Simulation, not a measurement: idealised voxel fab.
The document below concerns the process module designated voxel ribs on slabs.
In the cross-section labelled cut, the width is 265 nm and each square cell is 5 nm.
We lay out every cross-section as a grid of square cells and spell it out in bands from the top down, where one band means one or more rows of cells. Heights first: top, then bottom, in nm. Then materials, left to right, each with a width in nm. "throughout" on a single material: fills the band edge to edge. "blank": empty space. We count height from 0. Below that, the starting wafer is all one material. The lowest band never ends at the bottom but goes on down; see "0 nm and below" for how that is written. Graded width ("30 to 40"): value in top row of band = first number; value in bottom row = second number; row-to-row change constant. When a step is marked "no change", none of the cells in the cross-section changed during that step. Under "Enclosed void inventory" you'll find the enclosed gaps, the ones with no way out to the top, that are 8 cells or bigger; each reads width x height at distance, with distance counted from the left edge, everything in nm. Note: text after step settings on the step line = simulator remark on that step. overlay nm: step with mask; distance mask lay right of planned place; negative value = left of planned place.
**The planned process steps are enumerated hereunder**
1) RECEIVE (material Si)
2) DIRECTIONAL_DEP (material SiO2; thk nm 30)
3) DIRECTIONAL_DEP (material polySi; thk nm 20)
4) DIRECTIONAL_DEP (material aC; thk nm 15)
5) PATTERN (tone cover; mask id RIB; material resist; width nm 30; thk nm 35; overlay nm 0)
6) DIRECTIONAL_ETCH (etch materials aC; depth nm 15)
7) STRIP (etch materials resist)
8) DIRECTIONAL_ETCH (etch materials polySi; depth nm 10)
9) STRIP (etch materials aC)
10) DIRECTIONAL_DEP (material aC; thk nm 10)
11) PATTERN (tone cover; mask id SLAB; material resist; width nm 80; thk nm 25; overlay nm 0)
12) DIRECTIONAL_ETCH (etch materials aC; depth nm 10)
13) STRIP (etch materials resist)
14) DIRECTIONAL_ETCH (etch materials polySi; depth nm 10)
15) STRIP (etch materials aC)
16) FILL_DEP (material SiO2; thk nm 25)
17) CMP (height nm 70)
18) DIRECTIONAL_DEP (material W; thk nm 10)
19) MASKED_ETCH (tone cover; mask id HEATER; width nm 40; etch materials W; depth nm 10; overlay nm 0)
20) CONFORMAL_DEP (material SiO2; thk nm 10)
**Incoming wafer in cross-section (state: after step 1)**
	0 nm and below: Si throughout
	Enclosed void inventory: none
**First wafer of two, sectioned at end of module; run went per plan**
	90 nm to 80 nm: blank 100, then SiO2 60, then blank 105
	80 nm to 70 nm: SiO2 110, then W 40, then SiO2 115
	70 nm to 50 nm: SiO2 throughout
	50 nm to 40 nm: SiO2 115, then polySi 30, then SiO2 120
	40 nm to 30 nm: SiO2 90, then polySi 80, then SiO2 95
	30 nm to 0 nm: SiO2 throughout
	0 nm and below: Si throughout
	Enclosed void inventory: none
**The second wafer, shown in cross-section after the module: started the same way as the first and given the same plan, yet one mistake crept into how it was run**
	90 nm to 80 nm: blank 100, then SiO2 60, then blank 105
	80 nm to 70 nm: SiO2 110, then W 40, then SiO2 115
	70 nm to 50 nm: SiO2 throughout
	50 nm to 40 nm: SiO2 90, then polySi 25, then SiO2 30, then polySi 25, then SiO2 95
	40 nm to 30 nm: polySi throughout
	30 nm to 0 nm: SiO2 throughout
	0 nm and below: Si throughout
	Enclosed void inventory: none
Misprocessing identified: step 5 off recipe, ran as PATTERN (tone open; mask id RIB; material resist; width nm 30; thk nm 35; overlay nm 0)
Final wafer comparison in cells, second versus first, more or fewer per material: 82 fewer of SiO2, 82 more of polySi
